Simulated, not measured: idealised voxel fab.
Presented below is a process module, voxel ribs on slabs.
Cross-sectional view cut (width: 300 nm; square cell size: 5 nm).
The cross-sections in this document take the form of a grid made of square cells. They are written out as bands, in order from top to bottom. Each band consists of one or more rows of cells.
Band entry format. Leading values: height of top, height of bottom, nm. Remainder: materials in left-to-right order, each with its width in nm. Special words: "full width" on a single material, which then fills the band edge to edge; "empty", empty space.
Height reference: 0 = level under which incoming wafer is all one material. Lowest band: no bottom, runs on downward, e.g. "0..down".
A width such as "30->40" changes by the same amount from each row of cells to the next, from the band's top row to its bottom row.
Key: "stayed the same" - step with no changed cell in the cross-section.
Entry "Enclosed internal voids" = empty spaces >= 8 cells with no open way to the top; each as width x height at distance, distance from left edge, all nm.
Where a step's line continues beyond its settings, the continuation is a remark by the simulator itself on that step.
You can add "overlay nm" to a step's line. For a step with a mask, it describes how far the mask lay to the right of its planned position, and a negative number describes a lay to the left.

Intended process steps
1: RECEIVE with material Si
2: DIRECTIONAL_DEP with material SiO2, thk nm 30
3: DIRECTIONAL_DEP with material polySi, thk nm 20
4: MASKED_ETCH with tone cover, mask id RIB, width nm 20, etch materials polySi, depth nm 5, overlay nm 0
5: DIRECTIONAL_DEP with material aC, thk nm 10
6: PATTERN with tone cover, mask id SLAB, material resist, width nm 50, thk nm 30, overlay nm 0
7: DIRECTIONAL_ETCH with etch materials aC, depth nm 10
8: STRIP with etch materials resist
9: DIRECTIONAL_ETCH with etch materials polySi, depth nm 5
10: STRIP with etch materials aC
11: FILL_DEP with material SiO2, thk nm 25
12: CMP with height nm 70
13: DIRECTIONAL_DEP with material TiN, thk nm 10
14: PATTERN with tone cover, mask id HEATER, material resist, width nm 30, thk nm 15, overlay nm 0
15: DIRECTIONAL_ETCH with etch materials TiN, depth nm 10
16: STRIP with etch materials resist
17: CONFORMAL_DEP with material SiO2, thk nm 5
What sets these wafers apart? The depth nm at step 9. They all start alike, and the plan carries the first wafer's value.

First of several wafers, received after step 1, in cross-section
    0..down | Si full width
    Enclosed internal voids: none

Below, a row for every wafer. Read it as the end-of-module picture: for each material the wafer shows its cells gained (+) or lost (-) since it was received, and then its closed voids
depth nm 5; +770 SiO2; +12 TiN; +134 polySi; Enclosed internal voids: none
depth nm 10; +820 SiO2; +12 TiN; +84 polySi; Enclosed internal voids: none
depth nm 15; +870 SiO2; +12 TiN; +34 polySi; Enclosed internal voids: none
depth nm 20; +870 SiO2; +12 TiN; +34 polySi; Enclosed internal voids: none
depth nm 25; +870 SiO2; +12 TiN; +34 polySi; Enclosed internal voids: none
depth nm 30; +870 SiO2; +12 TiN; +34 polySi; Enclosed internal voids: none
